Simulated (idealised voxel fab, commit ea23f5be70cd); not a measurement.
Herein follows the process module entitled voxel quadruple lines.
The width of the displayed cross-section, cut, is 260 nm; its cells are square, with a size of 5 nm.
Just so we're on the same page, the cross-sections are grids of square cells, and they're listed out in bands top to bottom, each band one or more rows deep.
Read a band's entry like this: the first values are the height of its top and the height of its bottom in nm, and what follows is the sequence of materials from left to right, each with its width in nm. Note that "blank" is empty space, and that a single material marked "full width" reaches across the band from edge to edge.
It should be noted that heights are counted from 0, beneath which the wafer as supplied is of one material throughout, and that the lowest band possesses no lower boundary but continues downward, as written in "0 and below".
Think of "30..40" as a width that walks from the first number to the second as you go down the band, top row to bottom row, taking equal-sized steps from row to row.
"no change occurred" after a step means that no cell of the cross-section changed.
"Internal closed voids": empty spaces of 8 cells or more with no open way to the top, each given as width x height at distance, distance from the left edge, all in nm.
Whatever follows a step's settings on its line is a remark the simulator itself makes about that step.
The optional step-line setting "overlay nm" applies to steps with a mask and quantifies how far to the right of its planned location the mask lay, a negative value indicating leftward placement.
# Steps in the process plan
1) RECEIVE [material Si]
2) CONFORMAL_DEP [material SiO2] [thk nm 5]
3) DIRECTIONAL_DEP [material Ru] [thk nm 10]
4) DIRECTIONAL_DEP [material polySi] [thk nm 15]
5) DIRECTIONAL_DEP [material aC] [thk nm 20]
6) PATTERN [tone cover] [mask id MANDREL] [material resist] [width nm 35] [thk nm 25] [overlay nm 0]
7) DIRECTIONAL_ETCH [etch materials aC] [depth nm 20]
8) STRIP [etch materials resist]
9) CONFORMAL_DEP [material SiO2] [thk nm 15]
10) DIRECTIONAL_ETCH [etch materials SiO2] [depth nm 15]
11) STRIP [etch materials aC]
12) DIRECTIONAL_ETCH [etch materials polySi] [depth nm 15]
13) STRIP [etch materials SiO2]
14) CONFORMAL_DEP [material SiCN] [thk nm 10]
15) DIRECTIONAL_ETCH [etch materials SiCN] [depth nm 10]
16) STRIP [etch materials polySi]
17) DIRECTIONAL_ETCH [etch materials Ru] [depth nm 10]
18) STRIP [etch materials SiCN]
# This is the cross-section of the wafer as we received it, i.e. after step 1
  0 and below | Si full width
  Internal closed voids: none
# Figure: cross-sectional view of the wafer upon completion of the module, processed from the initial state and according to the plan depicted above, with one error introduced during execution
  15 down to 5 | aC full width
  5 down to 0 | SiO2 full width
  0 and below | Si full width
  Internal closed voids: none
Where did the run depart from the plan? it should be noted that step 3 was executed with settings other than those planned, the operation and settings actually applied being DIRECTIONAL_DEP [material aC] [thk nm 10]
